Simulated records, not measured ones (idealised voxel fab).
The document below concerns the process module designated voxel air gaps.
For reference, the cross-section in this document is cut, with width 270 nm and square cells of 5 nm.
The cross-sections in this document take the form of a grid made of square cells. They are written out as bands, in order from top to bottom. Each band consists of one or more rows of cells. Per band: top height and bottom height in nm, followed by the left-to-right materials and their widths in nm; "all across" marks a single material spanning edge to edge, "blank" marks empty space. Heights are measured from 0, the level below which the as-received wafer is all one material; the lowest band has no bottom and continues downward, written as in "0..down". With a width like "30->40", each row of cells in the band differs from the next by the same amount, the top row carrying the first number and the bottom row the second. You'll sometimes find "remained unchanged" written for a step, and that's the way of saying that nowhere in the cross-section did a cell change during that step. The entry titled "Closed void listing" provides the empty spaces that have no open way to the top, restricted to those of 8 cells or more. Each is presented as width x height at distance, the distance being measured from the left edge, with all three in nm. Text after the settings on a step's line: the simulator's own remark on that step. The "overlay nm" setting may appear on a step's line; for a step that uses a mask, it gives how far to the right of its planned position the mask lay, and a negative value indicates the left.

[The following list gives the planned process steps]
| 1 | RECEIVE, material Si |
| 2 | CONFORMAL_DEP, material SiO2, thk nm 10 |
| 3 | CONFORMAL_DEP, material SiN, thk nm 5 |
| 4 | DIRECTIONAL_DEP, material SiO2, thk nm 35 |
| 5 | MASKED_ETCH, tone open, mask id LINES, width nm 20, pitch nm 45, etch materials SiO2, depth nm 35, overlay nm 0 |
| 6 | CONFORMAL_DEP, material TiN, thk nm 5 |
| 7 | FILL_DEP, material W, thk nm 5 |
| 8 | CMP, height nm 50 |
| 9 | EPI, material Ru, thk nm 10 |
| 10 | SELECTIVE_ETCH, etch materials SiO2, depth nm 45 |
| 11 | CONFORMAL_DEP, material SiCN, thk nm 5 |

[First of two wafers, with the run carried out as planned]

[Cross-section, incoming material, after step 1]
> 0..down | Si all across
> Closed void listing: none

[Wafer xsec, post step 2]
> 10..0 | SiO2 all across
> For the remainder of the cross-section, below 0, there is no change.

[Wafer xsec, post step 3]
> 15..10 | SiN all across
> For the remainder of the cross-section, below 10, there is no change.

[Wafer xsec, post step 4]
> 50..15 | SiO2 all across
> For the remainder of the cross-section, below 15, there is no change.

[Wafer xsec, post step 5]
> 50..15 | SiO2 (55) / blank (20) / SiO2 (25) / blank (20) / SiO2 (25) / blank (20) / SiO2 (25) / blank (20) / SiO2 (60)
> For the remainder of the cross-section, below 15, there is no change.

[Wafer xsec, post step 6]
> 55..50 | TiN (60) / blank (10) / TiN (35) / blank (10) / TiN (35) / blank (10) / TiN (35) / blank (10) / TiN (65)
> 50..20 | SiO2 (55) / TiN (5) / blank (10) / TiN (5) / SiO2 (25) / TiN (5) / blank (10) / TiN (5) / SiO2 (25) / TiN (5) / blank (10) / TiN (5) / SiO2 (25) / TiN (5) / blank (10) / TiN (5) / SiO2 (60)
> 20..15 | SiO2 (55) / TiN (20) / SiO2 (25) / TiN (20) / SiO2 (25) / TiN (20) / SiO2 (25) / TiN (20) / SiO2 (60)
> For the remainder of the cross-section, below 15, there is no change.

[Wafer xsec, post step 7]
> 60..55 | W all across
> 55..50 | TiN (60) / W (10) / TiN (35) / W (10) / TiN (35) / W (10) / TiN (35) / W (10) / TiN (65)
> 50..20 | SiO2 (55) / TiN (5) / W (10) / TiN (5) / SiO2 (25) / TiN (5) / W (10) / TiN (5) / SiO2 (25) / TiN (5) / W (10) / TiN (5) / SiO2 (25) / TiN (5) / W (10) / TiN (5) / SiO2 (60)
> For the remainder of the cross-section, below 20, there is no change.

[Wafer xsec, post step 8]
> 50..20 | SiO2 (55) / TiN (5) / W (10) / TiN (5) / SiO2 (25) / TiN (5) / W (10) / TiN (5) / SiO2 (25) / TiN (5) / W (10) / TiN (5) / SiO2 (25) / TiN (5) / W (10) / TiN (5) / SiO2 (60)
> For the remainder of the cross-section, below 20, there is no change.

[Wafer xsec, post step 9]
> 60..50 | blank (45) / Ru (40) / blank (5) / Ru (40) / blank (5) / Ru (40) / blank (5) / Ru (40) / blank (50)
> For the remainder of the cross-section, below 50, there is no change.

[Wafer xsec, post step 10]
> 60..50 | blank (45) / Ru (40) / blank (5) / Ru (40) / blank (5) / Ru (40) / blank (5) / Ru (40) / blank (50)
> 50..20 | blank (55) / TiN (5) / W (10) / TiN (5) / blank (25) / TiN (5) / W (10) / TiN (5) / blank (25) / TiN (5) / W (10) / TiN (5) / blank (25) / TiN (5) / W (10) / TiN (5) / blank (60)
> 20..15 | blank (55) / TiN (20) / blank (25) / TiN (20) / blank (25) / TiN (20) / blank (25) / TiN (20) / blank (60)
> For the remainder of the cross-section, below 15, there is no change.

[Wafer xsec, post step 11]
> 65..60 | blank (40) / SiCN (185) / blank (45)
> 60..50 | blank (40) / SiCN (5) / Ru (40) / SiCN (5) / Ru (40) / SiCN (5) / Ru (40) / SiCN (5) / Ru (40) / SiCN (5) / blank (45)
> 50..45 | blank (40) / SiCN (15) / TiN (5) / W (10) / TiN (5) / SiCN (25) / TiN (5) / W (10) / TiN (5) / SiCN (25) / TiN (5) / W (10) / TiN (5) / SiCN (25) / TiN (5) / W (10) / TiN (5) / SiCN (15) / blank (45)
> 45..20 | blank (50) / SiCN (5) / TiN (5) / W (10) / TiN (5) / SiCN (5) / blank (15) / SiCN (5) / TiN (5) / W (10) / TiN (5) / SiCN (5) / blank (15) / SiCN (5) / TiN (5) / W (10) / TiN (5) / SiCN (5) / blank (15) / SiCN (5) / TiN (5) / W (10) / TiN (5) / SiCN (5) / blank (55)
> 20..15 | SiCN (55) / TiN (20) / SiCN (25) / TiN (20) / SiCN (25) / TiN (20) / SiCN (25) / TiN (20) / SiCN (60)
> For the remainder of the cross-section, below 15, there is no change.
> Closed void listing: 15 x 25 at 80; 15 x 25 at 125; 15 x 25 at 170

[For the second wafer, take the first wafer's start and plan, then add one mistake made in running it; everything through step 1, that step included, is shared with the first]

Cross-sectional view of the second wafer at the intended end time of process step 2: remained unchanged

[Cross-sectional view of the second wafer at the intended end time of process step 3]
> 5..0 | SiN all across
> For the remainder of the cross-section, below 0, there is no change.

[Cross-sectional view of the second wafer at the intended end time of process step 4]
> 40..5 | SiO2 all across
> For the remainder of the cross-section, below 5, there is no change.

[Cross-sectional view of the second wafer at the intended end time of process step 5]
> 40..5 | SiO2 (55) / blank (20) / SiO2 (25) / blank (20) / SiO2 (25) / blank (20) / SiO2 (25) / blank (20) / SiO2 (60)
> For the remainder of the cross-section, below 5, there is no change.

[Cross-sectional view of the second wafer at the intended end time of process step 6]
> 45..40 | TiN (60) / blank (10) / TiN (35) / blank (10) / TiN (35) / blank (10) / TiN (35) / blank (10) / TiN (65)
> 40..10 | SiO2 (55) / TiN (5) / blank (10) / TiN (5) / SiO2 (25) / TiN (5) / blank (10) / TiN (5) / SiO2 (25) / TiN (5) / blank (10) / TiN (5) / SiO2 (25) / TiN (5) / blank (10) / TiN (5) / SiO2 (60)
> 10..5 | SiO2 (55) / TiN (20) / SiO2 (25) / TiN (20) / SiO2 (25) / TiN (20) / SiO2 (25) / TiN (20) / SiO2 (60)
> For the remainder of the cross-section, below 5, there is no change.

[Cross-sectional view of the second wafer at the intended end time of process step 7]
> 50..45 | W all across
> 45..40 | TiN (60) / W (10) / TiN (35) / W (10) / TiN (35) / W (10) / TiN (35) / W (10) / TiN (65)
> 40..10 | SiO2 (55) / TiN (5) / W (10) / TiN (5) / SiO2 (25) / TiN (5) / W (10) / TiN (5) / SiO2 (25) / TiN (5) / W (10) / TiN (5) / SiO2 (25) / TiN (5) / W (10) / TiN (5) / SiO2 (60)
> For the remainder of the cross-section, below 10, there is no change.

Cross-sectional view of the second wafer at the intended end time of process step 8: remained unchanged

[Cross-sectional view of the second wafer at the intended end time of process step 9]
> 60..50 | Ru all across
> For the remainder of the cross-section, below 50, there is no change.

Cross-sectional view of the second wafer at the intended end time of process step 10: remained unchanged

[Cross-sectional view of the second wafer at the intended end time of process step 11]
> 65..60 | SiCN all across
> For the remainder of the cross-section, below 60, there is no change.
In executing the process, a mistake was made relative to the plan: not run: step 2 of the plan (skipped)
Cell-count delta at end, second wafer over first, by material: Ru: 44 more | SiCN: 92 fewer | SiO2: 158 more | TiN: 46 more | W: 62 more
Final closed voids: first wafer 3, second wafer 0.
